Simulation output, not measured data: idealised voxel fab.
Process module in this document: voxel fin reveal
We display cut, a cross-section 270 nm in width whose square cells are each 5 nm.
Think of the cross-section as a grid of square cells. We describe it in bands, top to bottom, and each band covers one or more rows of those cells. This entry defines a band. It first specifies the height of the band's top and the height of its bottom in nm, and then specifies the band's materials from left to right, stating each material with its width in nm. The word "everywhere" identifies a single material that fills the band from edge to edge, while the word "blank" identifies empty space. We count height from 0. Below that, the starting wafer is all one material. The lowest band never ends at the bottom but goes on down; see "0 -> down" for how that is written. So if you see something like "30 to 40" for the width, read it as the top row of the band sitting at the first number and the bottom row at the second, with every row in between moving by the same amount as the last. "nothing different" means the step left every cell of the cross-section as it was. "Enclosed empty spaces" - sealed voids, min. 8 cells, no opening to top; format: width x height at distance (distance from left edge; nm throughout). On each step's line, the part that comes after the settings is the simulator's own comment on the step. overlay nm: mask offset rightward from planned place, masked step; negative means leftward offset.

[Steps planned for the process]
- 1: RECEIVE with material Si
- 2: CONFORMAL_DEP with material SiN, thk nm 5
- 3: PATTERN with tone cover, mask id FINS, material resist, width nm 15, pitch nm 35, thk nm 20, overlay nm 0
- 4: DIRECTIONAL_ETCH with etch materials SiN, depth nm 5
- 5: DIRECTIONAL_ETCH with etch materials Si, depth nm 35
- 6: STRIP with etch materials resist
- 7: OXIDIZE with depth nm 5
- 8: FILL_DEP with material SiO2, thk nm 15
- 9: CMP with height nm 5
- 10: SELECTIVE_ETCH with etch materials SiO2, depth nm 20
- 11: STRIP with etch materials SiN
- 12: CONFORMAL_DEP with material SiO2, thk nm 5
The wafers in this document start out alike and differ in the thk nm applied at step 12; the plan shows the value used for the first wafer.

[Cross-section of the first of several wafers on receipt, reflecting completion of step 1]
  0 -> down: Si everywhere
  Enclosed empty spaces: none

[End-of-module cross-section, first of several wafers, after last step 12]
  5 -> 0: 75 blank, then 15 SiO2, then 20 blank, then 15 SiO2, then 20 blank, then 15 SiO2, then 20 blank, then 15 SiO2, then 75 blank
  0 -> -10: 75 blank, then 5 SiO2, then 5 Si, then 5 SiO2, then 20 blank, then 5 SiO2, then 5 Si, then 5 SiO2, then 20 blank, then 5 SiO2, then 5 Si, then 5 SiO2, then 20 blank, then 5 SiO2, then 5 Si, then 5 SiO2, then 75 blank
  -10 -> -40: 80 SiO2, then 5 Si, then 30 SiO2, then 5 Si, then 30 SiO2, then 5 Si, then 30 SiO2, then 5 Si, then 80 SiO2
  -40 -> down: Si everywhere
  Enclosed empty spaces: none

[Last wafer of the set, cross-sectioned at end of module]
  20 -> 5: 60 blank, then 150 SiO2, then 60 blank
  5 -> 0: SiO2 everywhere
  0 -> -40: 80 SiO2, then 5 Si, then 30 SiO2, then 5 Si, then 30 SiO2, then 5 Si, then 30 SiO2, then 5 Si, then 80 SiO2
  -40 -> down: Si everywhere
  Enclosed empty spaces: none

[Where each wafer stands at the end of the module, a row apiece: cells of each material gained (+) or lost (-) since it was received, then closed voids]
thk nm 5; -400 Si; +328 SiO2; Enclosed empty spaces: none
thk nm 10; -400 Si; +406 SiO2; Enclosed empty spaces: none
thk nm 15; -400 Si; +484 SiO2; Enclosed empty spaces: none
thk nm 20; -400 Si; +544 SiO2; Enclosed empty spaces: none
